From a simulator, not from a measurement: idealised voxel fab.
Process module in this document: voxel fin reveal
Cross-sectional view cut (width: 220 nm; square cell size: 5 nm).
We lay out every cross-section as a grid of square cells and spell it out in bands from the top down, where one band means one or more rows of cells. Per band: top height and bottom height in nm, followed by the left-to-right materials and their widths in nm; "everywhere" marks a single material spanning edge to edge, "blank" marks empty space. Counting heights begins at 0, where everything beneath is, in the wafer as received, one material. The lowest band has no bottom; it goes on downwards, as "top 0, no bottom" shows. Top row gets the first number, bottom row gets the second, and each row in between changes by the same step: that is how a band width like "30 to 40" works. Any step labelled "left unchanged" changed none of the cells in the cross-section. Any empty space of 8 cells or more lacking an open way to the top shows up in "Sealed void list" as width x height at distance, distance from the left edge, in nm. Text after the settings on a step's line: the simulator's own remark on that step. "overlay nm", when on a step's line for a step with a mask, measures how far to the right of its planned place the mask lay; a negative measure means to the left.
**The following list gives the planned process steps**
step 1: RECEIVE,material Si
step 2: CONFORMAL_DEP,material SiN,thk nm 10
step 3: MASKED_ETCH,tone cover,mask id FINS,width nm 15,pitch nm 45,etch materials SiN,depth nm 10,overlay nm 0
step 4: MASKED_ETCH,tone cover,mask id FINS,width nm 15,pitch nm 45,etch materials Si,depth nm 35,overlay nm 0
step 5: OXIDIZE,depth nm 5
step 6: FILL_DEP,material SiO2,thk nm 10
step 7: CMP,height nm 10
step 8: SELECTIVE_ETCH,etch materials SiO2,depth nm 35
step 9: STRIP,etch materials SiN
**Step 1 complete: cross-section of the wafer as received**
top 0, no bottom | Si everywhere
Sealed void list: none
**Same starting wafer, same plan as above, one mistake in the execution; this is the cross-section at the end of the module**
top 0, bottom -5 | 90 of blank | 5 of Si | 40 of blank | 5 of Si | 80 of blank
top -5, bottom -25 | 85 of blank | 10 of Si | 35 of blank | 10 of Si | 80 of blank
top -25, bottom -40 | 85 of SiO2 | 10 of Si | 35 of SiO2 | 10 of Si | 80 of SiO2
top -40, no bottom | Si everywhere
Sealed void list: none
Plan not followed: for step 3, the planned setting was not used; the step was instead run as MASKED_ETCH,tone cover,mask id FINS,width nm 15,pitch nm 45,etch materials SiN,depth nm 10,overlay nm 5
